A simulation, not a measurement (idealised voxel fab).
This section sets out a process module, namely voxel quadruple lines.
Cross-section cut: width 260 nm, square cells of 5 nm.
Bands, listed from the top down, are how a cross-section gets written in this document; the cross-section itself is a grid of square cells, and a band is one or more rows of them.
Top, bottom (nm), then materials left to right with widths (nm); lone material tagged "edge to edge" fills the whole band edge to edge; "empty" = empty space.
All heights in this document are referenced to 0, defined as the level beneath which the wafer, as received, consists entirely of one material. The lowest band is not bounded below; it extends indefinitely downward and is written in the form "z 0 and below".
Read "30..40" as a graded width: first number on top, second number at the bottom, same change between each pair of neighbouring rows.
It should be understood that the words "no modification", when stated for a given step, signify that the cross-section underwent no change in any of its cells during that step.
Heads up: "Enclosed internal cavities" only lists the empty pockets with no open path to the top that are 8 cells or more, and it writes them as width x height at distance, distance from the left edge, in nm.
Anything after a step's settings on that line? It's the simulator's own note about the step.
overlay nm: how far to the right of its planned place the mask lay on this masked step (negative: to the left).
Pairs ahead. Before: cross-section ahead of one process step. After: cross-section once the step is done, shown to the lowest changed band only. Under each pair: that step, with settings. Caution: pairs may come from different runs of this module on the same starting wafer; a pair follows the pair above only where its "Pre-step" entry says so.
Pre-step:
- z 55 to 30: empty=55, SiO2=10, empty=30, SiO2=10, empty=30, SiO2=10, empty=30, SiO2=10, empty=75
- z 30 to 15: polySi edge to edge
- z 15 to 5: Ru edge to edge
- z 5 to 0: Al2O3 edge to edge
- z 0 and below: Si edge to edge
- Enclosed internal cavities: none
Post-Process View:
- z 55 to 30: empty=55, SiO2=10, empty=30, SiO2=10, empty=30, SiO2=10, empty=30, SiO2=10, empty=75
- z 30 to 15: empty=55, polySi=10, empty=30, polySi=10, empty=30, polySi=10, empty=30, polySi=10, empty=75
- Heights below 15 show no change.
- Enclosed internal cavities: none
Between before and after above, the operation and settings are DIRECTIONAL_ETCH [etch materials polySi] [depth nm 15]
Pre-step: The initial state for this step is given by the after cross-section of the immediately preceding pair.
Post-Process View:
- z 30 to 15: empty=55, polySi=10, empty=30, polySi=10, empty=30, polySi=10, empty=30, polySi=10, empty=75
- Heights below 15 show no change.
- Enclosed internal cavities: none
Between before and after above, the operation and settings are STRIP [etch materials SiO2]
Pre-step: The initial state for this step is given by the after cross-section of the immediately preceding pair.
Post-Process View:
- z 40 to 30: empty=45, SiCN=30, empty=10, SiCN=30, empty=10, SiCN=30, empty=10, SiCN=30, empty=65
- z 30 to 25: empty=45, SiCN=10, polySi=10, SiCN=10, empty=10, SiCN=10, polySi=10, SiCN=10, empty=10, SiCN=10, polySi=10, SiCN=10, empty=10, SiCN=10, polySi=10, SiCN=10, empty=65
- z 25 to 15: SiCN=55, polySi=10, SiCN=30, polySi=10, SiCN=30, polySi=10, SiCN=30, polySi=10, SiCN=75
- Heights below 15 show no change.
- Enclosed internal cavities: none
Between before and after above, the operation and settings are CONFORMAL_DEP [material SiCN] [thk nm 10]
Pre-step: The initial state for this step is given by the after cross-section of the immediately preceding pair.
Post-Process View:
- z 30 to 15: empty=45, SiCN=10, polySi=10, SiCN=10, empty=10, SiCN=10, polySi=10, SiCN=10, empty=10, SiCN=10, polySi=10, SiCN=10, empty=10, SiCN=10, polySi=10, SiCN=10, empty=65
- Heights below 15 show no change.
- Enclosed internal cavities: none
Between before and after above, the operation and settings are DIRECTIONAL_ETCH [etch materials SiCN] [depth nm 10]
Pre-step: The initial state for this step is given by the after cross-section of the immediately preceding pair.
Post-Process View:
- z 30 to 15: empty=45, SiCN=10, empty=10, SiCN=10, empty=10, SiCN=10, empty=10, SiCN=10, empty=10, SiCN=10, empty=10, SiCN=10, empty=10, SiCN=10, empty=10, SiCN=10, empty=65
- Heights below 15 show no change.
- Enclosed internal cavities: none
Between before and after above, the operation and settings are STRIP [etch materials polySi]
Pre-step: The initial state for this step is given by the after cross-section of the immediately preceding pair.
Post-Process View:
- z 30 to 15: empty=45, SiCN=10, empty=10, SiCN=10, empty=10, SiCN=10, empty=10, SiCN=10, empty=10, SiCN=10, empty=10, SiCN=10, empty=10, SiCN=10, empty=10, SiCN=10, empty=65
- z 15 to 5: empty=45, Ru=10, empty=10, Ru=10, empty=10, Ru=10, empty=10, Ru=10, empty=10, Ru=10, empty=10, Ru=10, empty=10, Ru=10, empty=10, Ru=10, empty=65
- Heights below 5 show no change.
- Enclosed internal cavities: none
Between before and after above, the operation and settings are DIRECTIONAL_ETCH [etch materials Ru] [depth nm 10]
Pre-step: The initial state for this step is given by the after cross-section of the immediately preceding pair.
Post-Process View:
- z 15 to 5: empty=45, Ru=10, empty=10, Ru=10, empty=10, Ru=10, empty=10, Ru=10, empty=10, Ru=10, empty=10, Ru=10, empty=10, Ru=10, empty=10, Ru=10, empty=65
- Heights below 5 show no change.
- Enclosed internal cavities: none
Between before and after above, the operation and settings are STRIP [etch materials SiCN]
Pre-step:
- z 30 to 15: polySi edge to edge
- z 15 to 5: Ru edge to edge
- z 5 to 0: Al2O3 edge to edge
- z 0 and below: Si edge to edge
- Enclosed internal cavities: none
Post-Process View:
- z 55 to 30: Ru edge to edge
- Heights below 30 show no change.
- Enclosed internal cavities: none
Between before and after above, the operation and settings are DIRECTIONAL_DEP [material Ru] [thk nm 25]
Pre-step: The initial state for this step is given by the after cross-section of the immediately preceding pair.
Post-Process View:
- z 90 to 55: empty=75, resist=30, empty=50, resist=30, empty=75
- Heights below 55 show no change.
- Enclosed internal cavities: none
Between before and after above, the operation and settings are PATTERN [tone cover] [mask id MANDREL] [material resist] [width nm 30] [pitch nm 80] [thk nm 35] [overlay nm 0]
Pre-step: The initial state for this step is given by the after cross-section of the immediately preceding pair.
Post-Process View:
- z 65 to 55: empty=75, resist=30, empty=50, resist=30, empty=75
- Heights below 55 show no change.
- Enclosed internal cavities: none
Between before and after above, the operation and settings are DIRECTIONAL_ETCH [etch materials aC] [depth nm 25]
Pre-step: The initial state for this step is given by the after cross-section of the immediately preceding pair.
Post-Process View:
- z 55 to 30: Ru edge to edge
- Heights below 30 show no change.
- Enclosed internal cavities: none
Between before and after above, the operation and settings are STRIP [etch materials resist]
Pre-step: The initial state for this step is given by the after cross-section of the immediately preceding pair.
Post-Process View:
- z 65 to 55: SiO2 edge to edge
- Heights below 55 show no change.
- Enclosed internal cavities: none
Between before and after above, the operation and settings are CONFORMAL_DEP [material SiO2] [thk nm 10]
Pre-step: The initial state for this step is given by the after cross-section of the immediately preceding pair.
Post-Process View:
- z 55 to 30: Ru edge to edge
- Heights below 30 show no change.
- Enclosed internal cavities: none
Between before and after above, the operation and settings are DIRECTIONAL_ETCH [etch materials SiO2] [depth nm 10]
Pre-step: The initial state for this step is given by the after cross-section of the immediately preceding pair.
Post-Process View:
- z 65 to 55: SiCN edge to edge
- Heights below 55 show no change.
- Enclosed internal cavities: none
Between before and after above, the operation and settings are CONFORMAL_DEP [material SiCN] [thk nm 10]
Pre-step: The initial state for this step is given by the after cross-section of the immediately preceding pair.
Post-Process View:
- z 55 to 30: Ru edge to edge
- Heights below 30 show no change.
- Enclosed internal cavities: none
Between before and after above, the operation and settings are DIRECTIONAL_ETCH [etch materials SiCN] [depth nm 10]
Pre-step: The initial state for this step is given by the after cross-section of the immediately preceding pair.
Post-Process View:
- z 45 to 30: Ru edge to edge
- Heights below 30 show no change.
- Enclosed internal cavities: none
Between before and after above, the operation and settings are DIRECTIONAL_ETCH [etch materials Ru] [depth nm 10]
Pre-step:
- z 55 to 30: aC edge to edge
- z 30 to 15: polySi edge to edge
- z 15 to 5: Ru edge to edge
- z 5 to 0: Al2O3 edge to edge
- z 0 and below: Si edge to edge
- Enclosed internal cavities: none
Post-Process View:
- z 90 to 55: resist=75, empty=30, resist=50, empty=30, resist=75
- Heights below 55 show no change.
- Enclosed internal cavities: none
Between before and after above, the operation and settings are PATTERN [tone open] [mask id MANDREL] [material resist] [width nm 30] [pitch nm 80] [thk nm 35] [overlay nm 0]
Pre-step: The initial state for this step is given by the after cross-section of the immediately preceding pair.
Post-Process View:
- z 65 to 55: resist=75, empty=30, resist=50, empty=30, resist=75
- z 55 to 30: aC=75, empty=30, aC=50, empty=30, aC=75
- Heights below 30 show no change.
- Enclosed internal cavities: none
Between before and after above, the operation and settings are DIRECTIONAL_ETCH [etch materials aC] [depth nm 25]
Pre-step: The initial state for this step is given by the after cross-section of the immediately preceding pair.
Post-Process View:
- z 55 to 30: aC=75, empty=30, aC=50, empty=30, aC=75
- Heights below 30 show no change.
- Enclosed internal cavities: none
Between before and after above, the operation and settings are STRIP [etch materials resist]
Pre-step: The initial state for this step is given by the after cross-section of the immediately preceding pair.
Post-Process View:
- z 65 to 55: SiO2=85, empty=10, SiO2=70, empty=10, SiO2=85
- z 55 to 40: aC=75, SiO2=10, empty=10, SiO2=10, aC=50, SiO2=10, empty=10, SiO2=10, aC=75
- z 40 to 30: aC=75, SiO2=30, aC=50, SiO2=30, aC=75
- Heights below 30 show no change.
- Enclosed internal cavities: none
Between before and after above, the operation and settings are CONFORMAL_DEP [material SiO2] [thk nm 10]
Pre-step: The initial state for this step is given by the after cross-section of the immediately preceding pair.
Post-Process View:
- z 55 to 30: aC=75, SiO2=10, empty=10, SiO2=10, aC=50, SiO2=10, empty=10, SiO2=10, aC=75
- Heights below 30 show no change.
- Enclosed internal cavities: none
Between before and after above, the operation and settings are DIRECTIONAL_ETCH [etch materials SiO2] [depth nm 10]
Pre-step: The initial state for this step is given by the after cross-section of the immediately preceding pair.
Post-Process View:
- z 55 to 30: empty=75, SiO2=10, empty=10, SiO2=10, empty=50, SiO2=10, empty=10, SiO2=10, empty=75
- Heights below 30 show no change.
- Enclosed internal cavities: none
Between before and after above, the operation and settings are STRIP [etch materials aC]
Pre-step: The initial state for this step is given by the after cross-section of the immediately preceding pair.
Post-Process View:
- z 55 to 30: empty=75, SiO2=10, empty=10, SiO2=10, empty=50, SiO2=10, empty=10, SiO2=10, empty=75
- z 30 to 15: empty=75, polySi=10, empty=10, polySi=10, empty=50, polySi=10, empty=10, polySi=10, empty=75
- Heights below 15 show no change.
- Enclosed internal cavities: none
Between before and after above, the operation and settings are DIRECTIONAL_ETCH [etch materials polySi] [depth nm 15]
Pre-step: The initial state for this step is given by the after cross-section of the immediately preceding pair.
Post-Process View:
- z 30 to 15: empty=75, polySi=10, empty=10, polySi=10, empty=50, polySi=10, empty=10, polySi=10, empty=75
- Heights below 15 show no change.
- Enclosed internal cavities: none
Between before and after above, the operation and settings are STRIP [etch materials SiO2]
Pre-step: The initial state for this step is given by the after cross-section of the immediately preceding pair.
Post-Process View:
- z 40 to 30: empty=65, SiCN=50, empty=30, SiCN=50, empty=65
- z 30 to 25: empty=65, SiCN=10, polySi=10, SiCN=10, polySi=10, SiCN=10, empty=30, SiCN=10, polySi=10, SiCN=10, polySi=10, SiCN=10, empty=65
- z 25 to 15: SiCN=75, polySi=10, SiCN=10, polySi=10, SiCN=50, polySi=10, SiCN=10, polySi=10, SiCN=75
- Heights below 15 show no change.
- Enclosed internal cavities: none
Between before and after above, the operation and settings are CONFORMAL_DEP [material SiCN] [thk nm 10]
Pre-step: The initial state for this step is given by the after cross-section of the immediately preceding pair.
Post-Process View:
- z 30 to 15: empty=65, SiCN=10, polySi=10, SiCN=10, polySi=10, SiCN=10, empty=30, SiCN=10, polySi=10, SiCN=10, polySi=10, SiCN=10, empty=65
- Heights below 15 show no change.
- Enclosed internal cavities: none
Between before and after above, the operation and settings are DIRECTIONAL_ETCH [etch materials SiCN] [depth nm 10]
Pre-step: The initial state for this step is given by the after cross-section of the immediately preceding pair.
Post-Process View:
- z 30 to 15: empty=65, SiCN=10, empty=10, SiCN=10, empty=10, SiCN=10, empty=30, SiCN=10, empty=10, SiCN=10, empty=10, SiCN=10, empty=65
- Heights below 15 show no change.
- Enclosed internal cavities: none
Between before and after above, the operation and settings are STRIP [etch materials polySi]
Pre-step: The initial state for this step is given by the after cross-section of the immediately preceding pair.
Post-Process View:
- z 30 to 15: empty=65, SiCN=10, empty=10, SiCN=10, empty=10, SiCN=10, empty=30, SiCN=10, empty=10, SiCN=10, empty=10, SiCN=10, empty=65
- z 15 to 5: empty=65, Ru=10, empty=10, Ru=10, empty=10, Ru=10, empty=30, Ru=10, empty=10, Ru=10, empty=10, Ru=10, empty=65
- Heights below 5 show no change.
- Enclosed internal cavities: none
Between before and after above, the operation and settings are DIRECTIONAL_ETCH [etch materials Ru] [depth nm 10]
Pre-step: The initial state for this step is given by the after cross-section of the immediately preceding pair.
Post-Process View:
- z 15 to 5: empty=65, Ru=10, empty=10, Ru=10, empty=10, Ru=10, empty=30, Ru=10, empty=10, Ru=10, empty=10, Ru=10, empty=65
- Heights below 5 show no change.
- Enclosed internal cavities: none
Between before and after above, the operation and settings are STRIP [etch materials SiCN]
